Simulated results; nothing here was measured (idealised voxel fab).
process module | voxel gate over fins
cross-section cut | 240 nm wide | cells 5 nm
A cross-section is a grid of square cells, given in bands from the top down. A band is one or more rows of cells.
Each band's line starts with the height of the band's top and of its bottom, in nm. Then come its materials from left to right, each with its width in nm. One material with "throughout" fills the band from edge to edge. "air" is empty space.
Height 0 is the level under which the wafer as received is all one material. The lowest band goes on downwards, as in "0 down".
A width such as "30 to 40" changes by the same amount from each row of cells to the next, from the band's top row to its bottom row.
"no change" after a step means that no cell of the cross-section changed.
closed voids: empty space of 8 cells or more with no open way to the top, each as width x height at its distance from the left edge, in nm
after a step's settings: what the simulator itself notes on the step
overlay nm, on a step with a mask: how far to the right of its planned place the mask lay; to the left if negative
plan
1 op RECEIVE | material Si
2 op CONFORMAL_DEP | material SiN | thk nm 10
3 op MASKED_ETCH | tone cover | mask id FINS | width nm 15 | pitch nm 55 | etch materials SiN | depth nm 10 | overlay nm 0
4 op MASKED_ETCH | tone cover | mask id FINS | width nm 15 | pitch nm 55 | etch materials Si | depth nm 30 | overlay nm 0
5 op FILL_DEP | material SiO2 | thk nm 10
6 op CMP | height nm 10
7 op PATTERN | tone open | mask id RAIL | material resist | width nm 15 | thk nm 20 | overlay nm 0
8 op DIRECTIONAL_ETCH | etch materials SiO2 | depth nm 35
9 op STRIP | etch materials resist
10 op CONFORMAL_DEP | material TiN | thk nm 5
11 op FILL_DEP | material Ru | thk nm 5
12 op CMP | height nm 10
13 op SELECTIVE_ETCH | etch materials W Ru TiN | depth nm 30
14 op FILL_DEP | material SiO2 | thk nm 5
15 op CMP | height nm 10
16 op SELECTIVE_ETCH | etch materials SiO2 | depth nm 20
17 op STRIP | etch materials SiN
18 op CONFORMAL_DEP | material HfO2 | thk nm 5
19 op CONFORMAL_DEP | material TiN | thk nm 5
20 op FILL_DEP | material W | thk nm 10
21 op CMP | height nm 15
22 op CONFORMAL_DEP | material SiCN | thk nm 10
first wafer, as planned
as received, after step 1
  0 down: Si throughout
  closed voids: none
after step 2
  10 to 0: SiN throughout
  below 0: unchanged
after step 3
  10 to 0: air 55 | SiN 15 | air 40 | SiN 15 | air 40 | SiN 15 | air 60
  below 0: unchanged
after step 4
  10 to 0: air 55 | SiN 15 | air 40 | SiN 15 | air 40 | SiN 15 | air 60
  0 to -30: air 55 | Si 15 | air 40 | Si 15 | air 40 | Si 15 | air 60
  below -30: unchanged
after step 5
  20 to 10: SiO2 throughout
  10 to 0: SiO2 55 | SiN 15 | SiO2 40 | SiN 15 | SiO2 40 | SiN 15 | SiO2 60
  0 to -30: SiO2 55 | Si 15 | SiO2 40 | Si 15 | SiO2 40 | Si 15 | SiO2 60
  below -30: unchanged
after step 6
  10 to 0: SiO2 55 | SiN 15 | SiO2 40 | SiN 15 | SiO2 40 | SiN 15 | SiO2 60
  below 0: unchanged
after step 7
  30 to 10: resist 80 | air 15 | resist 145
  below 10: unchanged
after step 8
  30 to 10: resist 80 | air 15 | resist 145
  10 to 0: SiO2 55 | SiN 15 | SiO2 10 | air 15 | SiO2 15 | SiN 15 | SiO2 40 | SiN 15 | SiO2 60
  0 to -25: SiO2 55 | Si 15 | SiO2 10 | air 15 | SiO2 15 | Si 15 | SiO2 40 | Si 15 | SiO2 60
  below -25: unchanged
after step 9
  10 to 0: SiO2 55 | SiN 15 | SiO2 10 | air 15 | SiO2 15 | SiN 15 | SiO2 40 | SiN 15 | SiO2 60
  below 0: unchanged
after step 10
  15 to 10: TiN 85 | air 5 | TiN 150
  10 to 0: SiO2 55 | SiN 15 | SiO2 10 | TiN 5 | air 5 | TiN 5 | SiO2 15 | SiN 15 | SiO2 40 | SiN 15 | SiO2 60
  0 to -20: SiO2 55 | Si 15 | SiO2 10 | TiN 5 | air 5 | TiN 5 | SiO2 15 | Si 15 | SiO2 40 | Si 15 | SiO2 60
  -20 to -25: SiO2 55 | Si 15 | SiO2 10 | TiN 15 | SiO2 15 | Si 15 | SiO2 40 | Si 15 | SiO2 60
  below -25: unchanged
after step 11
  20 to 15: Ru throughout
  15 to 10: TiN 85 | Ru 5 | TiN 150
  10 to 0: SiO2 55 | SiN 15 | SiO2 10 | TiN 5 | Ru 5 | TiN 5 | SiO2 15 | SiN 15 | SiO2 40 | SiN 15 | SiO2 60
  0 to -20: SiO2 55 | Si 15 | SiO2 10 | TiN 5 | Ru 5 | TiN 5 | SiO2 15 | Si 15 | SiO2 40 | Si 15 | SiO2 60
  below -20: unchanged
after step 12
  10 to 0: SiO2 55 | SiN 15 | SiO2 10 | TiN 5 | Ru 5 | TiN 5 | SiO2 15 | SiN 15 | SiO2 40 | SiN 15 | SiO2 60
  below 0: unchanged
after step 13
  10 to 0: SiO2 55 | SiN 15 | SiO2 10 | air 15 | SiO2 15 | SiN 15 | SiO2 40 | SiN 15 | SiO2 60
  0 to -20: SiO2 55 | Si 15 | SiO2 10 | air 15 | SiO2 15 | Si 15 | SiO2 40 | Si 15 | SiO2 60
  below -20: unchanged
after step 14
  15 to 10: SiO2 throughout
  10 to 0: SiO2 55 | SiN 15 | SiO2 40 | SiN 15 | SiO2 40 | SiN 15 | SiO2 60
  0 to -20: SiO2 55 | Si 15 | SiO2 40 | Si 15 | SiO2 40 | Si 15 | SiO2 60
  below -20: unchanged
after step 15
  10 to 0: SiO2 55 | SiN 15 | SiO2 40 | SiN 15 | SiO2 40 | SiN 15 | SiO2 60
  below 0: unchanged
after step 16
  10 to 0: air 55 | SiN 15 | air 40 | SiN 15 | air 40 | SiN 15 | air 60
  0 to -10: air 55 | Si 15 | air 40 | Si 15 | air 40 | Si 15 | air 60
  below -10: unchanged
after step 17
  0 to -10: air 55 | Si 15 | air 40 | Si 15 | air 40 | Si 15 | air 60
  below -10: unchanged
after step 18
  5 to 0: air 50 | HfO2 25 | air 30 | HfO2 25 | air 30 | HfO2 25 | air 55
  0 to -5: air 50 | HfO2 5 | Si 15 | HfO2 5 | air 30 | HfO2 5 | Si 15 | HfO2 5 | air 30 | HfO2 5 | Si 15 | HfO2 5 | air 55
  -5 to -10: HfO2 55 | Si 15 | HfO2 40 | Si 15 | HfO2 40 | Si 15 | HfO2 60
  below -10: unchanged
after step 19
  10 to 5: air 45 | TiN 35 | air 20 | TiN 35 | air 20 | TiN 35 | air 50
  5 to 0: air 45 | TiN 5 | HfO2 25 | TiN 5 | air 20 | TiN 5 | HfO2 25 | TiN 5 | air 20 | TiN 5 | HfO2 25 | TiN 5 | air 50
  0 to -5: TiN 50 | HfO2 5 | Si 15 | HfO2 5 | TiN 30 | HfO2 5 | Si 15 | HfO2 5 | TiN 30 | HfO2 5 | Si 15 | HfO2 5 | TiN 55
  below -5: unchanged
after step 20
  20 to 10: W throughout
  10 to 5: W 45 | TiN 35 | W 20 | TiN 35 | W 20 | TiN 35 | W 50
  5 to 0: W 45 | TiN 5 | HfO2 25 | TiN 5 | W 20 | TiN 5 | HfO2 25 | TiN 5 | W 20 | TiN 5 | HfO2 25 | TiN 5 | W 50
  below 0: unchanged
after step 21
  15 to 10: W throughout
  below 10: unchanged
after step 22
  25 to 15: SiCN throughout
  below 15: unchanged
second wafer: like start, like plan, one mistake. Through step 6 it matches the first wafer
when step 7 should have ended
  30 to 10: air 80 | resist 15 | air 145
  below 10: unchanged
when step 8 should have ended
  30 to 10: air 80 | resist 15 | air 145
  10 to 0: air 55 | SiN 15 | air 10 | SiO2 15 | air 15 | SiN 15 | air 40 | SiN 15 | air 60
  0 to -25: air 55 | Si 15 | air 10 | SiO2 15 | air 15 | Si 15 | air 40 | Si 15 | air 60
  below -25: unchanged
when step 9 should have ended
  10 to 0: air 55 | SiN 15 | air 10 | SiO2 15 | air 15 | SiN 15 | air 40 | SiN 15 | air 60
  below 0: unchanged
when step 10 should have ended
  15 to 10: air 50 | TiN 50 | air 5 | TiN 25 | air 30 | TiN 25 | air 55
  10 to 0: air 50 | TiN 5 | SiN 15 | TiN 10 | SiO2 15 | TiN 5 | air 5 | TiN 5 | SiN 15 | TiN 5 | air 30 | TiN 5 | SiN 15 | TiN 5 | air 55
  0 to -20: air 50 | TiN 5 | Si 15 | TiN 10 | SiO2 15 | TiN 5 | air 5 | TiN 5 | Si 15 | TiN 5 | air 30 | TiN 5 | Si 15 | TiN 5 | air 55
  -20 to -25: TiN 55 | Si 15 | TiN 10 | SiO2 15 | TiN 15 | Si 15 | TiN 40 | Si 15 | TiN 60
  below -25: unchanged
when step 11 should have ended
  20 to 15: Ru throughout
  15 to 10: Ru 50 | TiN 50 | Ru 5 | TiN 25 | Ru 30 | TiN 25 | Ru 55
  10 to 0: Ru 50 | TiN 5 | SiN 15 | TiN 10 | SiO2 15 | TiN 5 | Ru 5 | TiN 5 | SiN 15 | TiN 5 | Ru 30 | TiN 5 | SiN 15 | TiN 5 | Ru 55
  0 to -20: Ru 50 | TiN 5 | Si 15 | TiN 10 | SiO2 15 | TiN 5 | Ru 5 | TiN 5 | Si 15 | TiN 5 | Ru 30 | TiN 5 | Si 15 | TiN 5 | Ru 55
  below -20: unchanged
when step 12 should have ended
  10 to 0: Ru 50 | TiN 5 | SiN 15 | TiN 10 | SiO2 15 | TiN 5 | Ru 5 | TiN 5 | SiN 15 | TiN 5 | Ru 30 | TiN 5 | SiN 15 | TiN 5 | Ru 55
  below 0: unchanged
when step 13 should have ended
  10 to 0: air 55 | SiN 15 | air 10 | SiO2 15 | air 15 | SiN 15 | air 40 | SiN 15 | air 60
  0 to -20: air 55 | Si 15 | air 10 | SiO2 15 | air 15 | Si 15 | air 40 | Si 15 | air 60
  below -20: unchanged
when step 14 should have ended
  15 to 10: SiO2 throughout
  10 to 0: SiO2 55 | SiN 15 | SiO2 40 | SiN 15 | SiO2 40 | SiN 15 | SiO2 60
  0 to -20: SiO2 55 | Si 15 | SiO2 40 | Si 15 | SiO2 40 | Si 15 | SiO2 60
  below -20: unchanged
when step 15 should have ended
  10 to 0: SiO2 55 | SiN 15 | SiO2 40 | SiN 15 | SiO2 40 | SiN 15 | SiO2 60
  below 0: unchanged
when step 16 should have ended
  10 to 0: air 55 | SiN 15 | air 40 | SiN 15 | air 40 | SiN 15 | air 60
  0 to -10: air 55 | Si 15 | air 40 | Si 15 | air 40 | Si 15 | air 60
  below -10: unchanged
when step 17 should have ended
  0 to -10: air 55 | Si 15 | air 40 | Si 15 | air 40 | Si 15 | air 60
  below -10: unchanged
when step 18 should have ended
  5 to 0: air 50 | HfO2 25 | air 30 | HfO2 25 | air 30 | HfO2 25 | air 55
  0 to -5: air 50 | HfO2 5 | Si 15 | HfO2 5 | air 30 | HfO2 5 | Si 15 | HfO2 5 | air 30 | HfO2 5 | Si 15 | HfO2 5 | air 55
  -5 to -10: HfO2 55 | Si 15 | HfO2 40 | Si 15 | HfO2 40 | Si 15 | HfO2 60
  below -10: unchanged
when step 19 should have ended
  10 to 5: air 45 | TiN 35 | air 20 | TiN 35 | air 20 | TiN 35 | air 50
  5 to 0: air 45 | TiN 5 | HfO2 25 | TiN 5 | air 20 | TiN 5 | HfO2 25 | TiN 5 | air 20 | TiN 5 | HfO2 25 | TiN 5 | air 50
  0 to -5: TiN 50 | HfO2 5 | Si 15 | HfO2 5 | TiN 30 | HfO2 5 | Si 15 | HfO2 5 | TiN 30 | HfO2 5 | Si 15 | HfO2 5 | TiN 55
  below -5: unchanged
when step 20 should have ended
  20 to 10: W throughout
  10 to 5: W 45 | TiN 35 | W 20 | TiN 35 | W 20 | TiN 35 | W 50
  5 to 0: W 45 | TiN 5 | HfO2 25 | TiN 5 | W 20 | TiN 5 | HfO2 25 | TiN 5 | W 20 | TiN 5 | HfO2 25 | TiN 5 | W 50
  below 0: unchanged
when step 21 should have ended
  15 to 10: W throughout
  below 10: unchanged
when step 22 should have ended
  25 to 15: SiCN throughout
  below 15: unchanged
what went wrong: step 7 ran as: op PATTERN | tone cover | mask id RAIL | material resist | width nm 15 | thk nm 20 | overlay nm 0
at the end the second wafer has, in cells: 33 fewer of SiO2 | 33 more of TiN
